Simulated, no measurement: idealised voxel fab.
Proc. module: voxel spacer lines
The width of the displayed cross-section, cut, is 155 nm; its cells are square, with a size of 5 nm.
Just so we're on the same page, the cross-sections are grids of square cells, and they're listed out in bands top to bottom, each band one or more rows deep.
Within each band entry, the heights of the top and of the bottom of the band appear first, in that order and in nm; the materials of the band then follow from left to right, each with its corresponding width in nm. The designation "full width" on a single material indicates that it fills the band from edge to edge; the designation "blank" indicates empty space.
Heads up on the height convention: 0 is the point under which the incoming wafer is all one material, and the lowest band has no bottom, it just keeps going down, like "z 0 and below".
A width given as "30->40" starts at the first number in the band's top row and ends at the second number in its bottom row, shifting by an equal amount at every step from row to row.
Take "changes: none" at face value: in the step it is given for, the cross-section changed in none of its cells.
Empty spaces without an open route to the top, at least 8 cells in extent, make up the entry "Catalogued sealed voids"; each is given as width x height at distance, where the distance is measured from the left edge, and all are in nm.
On each step's line, the part that comes after the settings is the simulator's own comment on the step.
overlay nm: on a step with a mask, how far right of its planned place the mask lay; negative means left.
STEPS IN THE PROCESS PLAN
1,RECEIVE, material Si
2,CONFORMAL_DEP, material Al2O3, thk nm 10
3,DIRECTIONAL_DEP, material SiN, thk nm 20
4,DIRECTIONAL_DEP, material aC, thk nm 25
5,PATTERN, tone cover, mask id MANDREL, material resist, width nm 20, pitch nm 60, thk nm 30, overlay nm 0
6,DIRECTIONAL_ETCH, etch materials aC, depth nm 25
7,STRIP, etch materials resist
8,CONFORMAL_DEP, material SiO2, thk nm 10
9,DIRECTIONAL_ETCH, etch materials SiO2, depth nm 10
10,STRIP, etch materials aC
11,DIRECTIONAL_ETCH, etch materials SiN, depth nm 20
12,STRIP, etch materials SiO2
CROSS-SECTION OF THE WAFER AS IT CAME TO US, I.E., ALREADY THROUGH STEP 1
z 0 and below = Si full width
Catalogued sealed voids: none
CROSS-SECTION AT MODULE END, ONE RUN ERROR; START AND PLAN UNCHANGED FROM ABOVE
z 30 to 10 = blank (35) | SiN (20) | blank (40) | SiN (20) | blank (40)
z 10 to 0 = Al2O3 full width
z 0 and below = Si full width
Catalogued sealed voids: none
Diagnosis: step 5 deviated from plan and actually ran as PATTERN, tone open, mask id MANDREL, material resist, width nm 20, pitch nm 60, thk nm 30, overlay nm 0
